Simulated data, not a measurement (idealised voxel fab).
The process module presented herein is designated voxel released beams.
The cross-section shown here is cut; it is 155 nm wide and divided into square cells measuring 5 nm on a side.
A cross-section is written here as square cells arranged in a grid, and it is given in bands from the top down, each band taking up one or more rows of cells.
Band entry format. Leading values: height of top, height of bottom, nm. Remainder: materials in left-to-right order, each with its width in nm. Special words: "all across" on a single material, which then fills the band edge to edge; "blank", empty space.
All heights in this document are referenced to 0, defined as the level beneath which the wafer, as received, consists entirely of one material. The lowest band is not bounded below; it extends indefinitely downward and is written in the form "from 0 down".
A width such as "30->40" changes by the same amount from each row of cells to the next, from the band's top row to its bottom row.
"everything unchanged", as given for a step, is the statement that not any cell of the cross-section underwent a change during that step.
The entry "Closed cavity list" lists the empty spaces that cover at least 8 cells and have no open path to the top. Each is written as width x height at distance, where the distance is measured from the left edge and all three values are in nm.
Past the settings on a step's line: simulator remark, on that step.
overlay nm: for a step with a mask, the amount by which the mask lay right of where it was planned; a negative amount means left of it.
These are the steps we planned for the process:
1: op RECEIVE | material Si
2: op CONFORMAL_DEP | material SiN | thk nm 10
3: op DIRECTIONAL_DEP | material SiO2 | thk nm 20
4: op PATTERN | tone open | mask id ANCHOR | material resist | width nm 45 | thk nm 20 | overlay nm 0
5: op DIRECTIONAL_ETCH | etch materials SiO2 | depth nm 20
6: op STRIP | etch materials resist
7: op CONFORMAL_DEP | material TiN | thk nm 15
8: op MASKED_ETCH | tone cover | mask id BEAM | width nm 110 | etch materials TiN | depth nm 15 | overlay nm 0
9: op STRIP | etch materials SiO2
The first of the two wafers, which ran as planned:
The cross-section here shows the wafer as received, i.e. in its state after step 1:
    from 0 down = Si all across
    Closed cavity list: none
Step 2 complete: cross-section through the wafer:
    from 10 to 0 = SiN all across
    below 0: unchanged
Step 3 complete: cross-section through the wafer:
    from 30 to 10 = SiO2 all across
    below 10: unchanged
Step 4 complete: cross-section through the wafer:
    from 50 to 30 = resist=25  blank=45  resist=85
    below 30: unchanged
Step 5 complete: cross-section through the wafer:
    from 50 to 30 = resist=25  blank=45  resist=85
    from 30 to 10 = SiO2=25  blank=45  SiO2=85
    below 10: unchanged
Step 6 complete: cross-section through the wafer:
    from 30 to 10 = SiO2=25  blank=45  SiO2=85
    below 10: unchanged
Step 7 complete: cross-section through the wafer:
    from 45 to 30 = TiN=40  blank=15  TiN=100
    from 30 to 25 = SiO2=25  TiN=15  blank=15  TiN=15  SiO2=85
    from 25 to 10 = SiO2=25  TiN=45  SiO2=85
    below 10: unchanged
Step 8 complete: cross-section through the wafer:
    from 45 to 30 = blank=20  TiN=20  blank=15  TiN=75  blank=25
    below 30: unchanged
Step 9 complete: cross-section through the wafer:
    from 45 to 30 = blank=20  TiN=20  blank=15  TiN=75  blank=25
    from 30 to 25 = blank=25  TiN=15  blank=15  TiN=15  blank=85
    from 25 to 10 = blank=25  TiN=45  blank=85
    below 10: unchanged
Here the second wafer is described. Its start and its plan were those of the first wafer. Its run contained one mistake. Up to and including step 6, it did exactly what the first wafer did:
Cross-sectional representation of the second wafer at the time designated in the plan for the completion of step 7:
    from 40 to 30 = TiN=35  blank=25  TiN=95
    from 30 to 20 = SiO2=25  TiN=10  blank=25  TiN=10  SiO2=85
    from 20 to 10 = SiO2=25  TiN=45  SiO2=85
    below 10: unchanged
Cross-sectional representation of the second wafer at the time designated in the plan for the completion of step 8:
    from 40 to 30 = blank=20  TiN=15  blank=25  TiN=70  blank=25
    below 30: unchanged
Cross-sectional representation of the second wafer at the time designated in the plan for the completion of step 9:
    from 40 to 30 = blank=20  TiN=15  blank=25  TiN=70  blank=25
    from 30 to 20 = blank=25  TiN=10  blank=25  TiN=10  blank=85
    from 20 to 10 = blank=25  TiN=45  blank=85
    below 10: unchanged
Short version of what went wrong: step 7 did not use the planned setting and instead ran as op CONFORMAL_DEP | material TiN | thk nm 10
Final comparison by cell count, materials where the second wafer has more or fewer than the first: 30 fewer of TiN
